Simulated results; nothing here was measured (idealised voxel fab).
Process module name: voxel ribs on slabs
For reference, the cross-section in this document is cut, with width 140 nm and square cells of 5 nm.
Notation: cross-section as square-cell grid; stated in bands, top first, going down; one or more cell rows per band. Heads up on the band format: heights come first, top then bottom, in nm. After that it's the materials left to right, each with its width in nm. A single material flagged "edge to edge" fills the whole band edge to edge, and "empty" means there's empty space there. Zero point of the height axis is 0; under it, received wafer = one material. Lowest band: continues down indefinitely, "top 0, no bottom". Top row gets the first number, bottom row gets the second, and each row in between changes by the same step: that is how a band width like "30->40" works. The designation "nothing altered", where it is given for a processing step, indicates that no cell of the cross-section was altered in the course of that step. For the entry "Unvented internal voids", the listed items are empty spaces with no open way to the top whose size is 8 cells or more; each item follows the pattern width x height at distance, where distance is from the left edge and all three are in nm. It should be noted that, on the line of a given step, the content following the step's settings is a remark produced by the simulator itself with respect to that step. overlay nm, on a step with a mask: how far to the right of its planned place the mask lay; to the left if negative.

**Process steps (planned)**
1 RECEIVE: material Si
2 DIRECTIONAL_DEP: material SiO2, thk nm 25
3 DIRECTIONAL_DEP: material polySi, thk nm 25
4 MASKED_ETCH: tone cover, mask id RIB, width nm 25, etch materials polySi, depth nm 20, overlay nm 0
5 MASKED_ETCH: tone cover, mask id SLAB, width nm 85, etch materials polySi, depth nm 5, overlay nm 0
6 FILL_DEP: material SiO2, thk nm 15
7 CMP: height nm 60
8 DIRECTIONAL_DEP: material TiN, thk nm 10
9 MASKED_ETCH: tone cover, mask id HEATER, width nm 35, etch materials TiN, depth nm 10, overlay nm 0
10 CONFORMAL_DEP: material SiO2, thk nm 5

**Cross-section: wafer on arrival = after step 1**
* top 0, no bottom: Si edge to edge
* Unvented internal voids: none

**The first of two wafers, cross-sectioned at the end of the module, with the run proceeding as planned**
* top 75, bottom 70: 45 of empty | 45 of SiO2 | 50 of empty
* top 70, bottom 65: 45 of empty | 5 of SiO2 | 35 of TiN | 5 of SiO2 | 50 of empty
* top 65, bottom 60: 50 of SiO2 | 35 of TiN | 55 of SiO2
* top 60, bottom 50: SiO2 edge to edge
* top 50, bottom 30: 55 of SiO2 | 25 of polySi | 60 of SiO2
* top 30, bottom 25: 25 of SiO2 | 85 of polySi | 30 of SiO2
* top 25, bottom 0: SiO2 edge to edge
* top 0, no bottom: Si edge to edge
* Unvented internal voids: none

**Second wafer through the module, sectioned at the end: same beginning and same plan as the first wafer, with one mistake in carrying it out**
* top 75, bottom 70: 45 of empty | 45 of SiO2 | 50 of empty
* top 70, bottom 65: 45 of empty | 5 of SiO2 | 35 of TiN | 5 of SiO2 | 50 of empty
* top 65, bottom 60: 50 of SiO2 | 35 of TiN | 55 of SiO2
* top 60, bottom 25: SiO2 edge to edge
* top 25, bottom 0: polySi edge to edge
* top 0, no bottom: Si edge to edge
* Unvented internal voids: none
Here's what went sideways: plan vs actual: 2 and 3 interchanged
The final cell counts differ between the wafers, with the second having more or fewer of some materials than the first: SiO2: 103 fewer, polySi: 103 more
